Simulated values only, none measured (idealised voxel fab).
Process module in this document: voxel ribs on slabs
Section shown: cut. Width: 145 nm. Cell size: 5 nm, square.
When this document writes out a cross-section, it uses a grid of square cells and lists it as bands, beginning at the top and moving down, with a band standing for one or more rows of cells.
Per band: top height and bottom height in nm, followed by the left-to-right materials and their widths in nm; "full width" marks a single material spanning edge to edge, "empty" marks empty space.
The level at which height equals 0 is the one under which the wafer, as it arrives, is entirely one material. No lower edge exists for the bottom band, which continues downward and is notated as in "top 0, no bottom".
The expression "30->40" gives the width at the extremes of the band, the first number at its top row of cells and the second at its bottom row, with the width changing by equal amounts from each row to the next in between.
Key: "nothing got changed" - step with no changed cell in the cross-section.
In the "Catalogued sealed voids" entry, you get each enclosed empty space of 8 cells or more, one with no open way to the top, written width x height at distance, distance from the left edge, in nm.
If you see something after the settings on a step's line, that's the simulator's own remark about that step.
"overlay nm", when on a step's line for a step with a mask, measures how far to the right of its planned place the mask lay; a negative measure means to the left.
## Process steps foreseen in the plan
1) RECEIVE | material Si
2) DIRECTIONAL_DEP | material SiO2 | thk nm 20
3) DIRECTIONAL_DEP | material polySi | thk nm 20
4) DIRECTIONAL_DEP | material aC | thk nm 15
5) PATTERN | tone cover | mask id RIB | material resist | width nm 15 | thk nm 35 | overlay nm 0
6) DIRECTIONAL_ETCH | etch materials aC | depth nm 15
7) STRIP | etch materials resist
8) DIRECTIONAL_ETCH | etch materials polySi | depth nm 15
9) STRIP | etch materials aC
10) PATTERN | tone cover | mask id SLAB | material resist | width nm 65 | thk nm 20 | overlay nm 0
11) DIRECTIONAL_ETCH | etch materials polySi | depth nm 5
12) STRIP | etch materials resist
13) FILL_DEP | material SiO2 | thk nm 20
14) CMP | height nm 50
15) DIRECTIONAL_DEP | material W | thk nm 5
16) MASKED_ETCH | tone cover | mask id HEATER | width nm 25 | etch materials W | depth nm 5 | overlay nm 0
17) CONFORMAL_DEP | material SiN | thk nm 5
## Cross-section of the incoming wafer, state after step 1
* top 0, no bottom: Si full width
* Catalogued sealed voids: none
## Starting wafer: above. Plan: above. Run: one mistake. Cross-section after the module: below
* top 60, bottom 55: 55 of empty / 35 of SiN / 55 of empty
* top 55, bottom 50: 60 of SiN / 25 of W / 60 of SiN
* top 50, bottom 40: SiO2 full width
* top 40, bottom 25: 65 of SiO2 / 15 of polySi / 65 of SiO2
* top 25, bottom 20: 45 of SiO2 / 65 of polySi / 35 of SiO2
* top 20, bottom 0: SiO2 full width
* top 0, no bottom: Si full width
* Catalogued sealed voids: none
So what did we get wrong on this run? rather than as planned, step 10 actually ran as PATTERN | tone cover | mask id SLAB | material resist | width nm 65 | thk nm 20 | overlay nm 5
